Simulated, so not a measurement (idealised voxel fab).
Presented below is a process module, voxel fin reveal.
Section shown: cut. Width: 210 nm. Cell size: 5 nm, square.
We lay out every cross-section as a grid of square cells and spell it out in bands from the top down, where one band means one or more rows of cells.
This entry defines a band. It first specifies the height of the band's top and the height of its bottom in nm, and then specifies the band's materials from left to right, stating each material with its width in nm. The word "full width" identifies a single material that fills the band from edge to edge, while the word "blank" identifies empty space.
For the purposes of this specification, 0 denotes the height below which the wafer in its as-received condition is composed wholly of one material, and the lowermost band, lacking a lower limit, extends downward without end, as expressed in "0..down".
You'd read "30..40" like this: the band's top row of cells is as wide as the first number, its bottom row is as wide as the second, and going down, every row changes width by the same amount as the row before did.
Any step labelled "nothing altered" changed none of the cells in the cross-section.
Any empty space of 8 cells or more lacking an open way to the top shows up in "Enclosed voids" as width x height at distance, distance from the left edge, in nm.
On a step's line, text after the settings is the simulator commenting on that step.
overlay nm: for a step with a mask, the amount by which the mask lay right of where it was planned; a negative amount means left of it.

So here's the lineup of process steps we planned
- 1: op RECEIVE | material Si
- 2: op CONFORMAL_DEP | material SiN | thk nm 10
- 3: op PATTERN | tone cover | mask id FINS | material resist | width nm 15 | pitch nm 40 | thk nm 20 | overlay nm 0
- 4: op DIRECTIONAL_ETCH | etch materials SiN | depth nm 10
- 5: op DIRECTIONAL_ETCH | etch materials Si | depth nm 40
- 6: op STRIP | etch materials resist
- 7: op OXIDIZE | depth nm 5
- 8: op FILL_DEP | material SiO2 | thk nm 5
- 9: op CMP | height nm 10
- 10: op SELECTIVE_ETCH | etch materials SiO2 | depth nm 20
- 11: op STRIP | etch materials SiN
- 12: op CONFORMAL_DEP | material HfO2 | thk nm 5

Cross-section of the wafer upon arrival, representing the state reached after step 1
  0..down: Si full width
  Enclosed voids: none

Look at the cross-section after the module: the wafer started out the way shown above and the plan was the one shown above, yet one mistake was made along the way
  15..10: blank 50, HfO2 25, blank 15, HfO2 25, blank 15, HfO2 25, blank 55
  10..0: blank 50, HfO2 5, SiN 15, HfO2 5, blank 15, HfO2 5, SiN 15, HfO2 5, blank 15, HfO2 5, SiN 15, HfO2 5, blank 55
  0..-5: blank 50, HfO2 10, Si 5, HfO2 10, blank 15, HfO2 10, Si 5, HfO2 10, blank 15, HfO2 10, Si 5, HfO2 10, blank 55
  -5..-40: blank 55, HfO2 5, Si 5, HfO2 5, blank 25, HfO2 5, Si 5, HfO2 5, blank 25, HfO2 5, Si 5, HfO2 5, blank 60
  -40..-45: HfO2 60, Si 5, HfO2 35, Si 5, HfO2 35, Si 5, HfO2 65
  -45..down: Si full width
  Enclosed voids: none
Diagnosis: in deviation from the planned setting, step 11 was conducted as op STRIP | etch materials SiO2
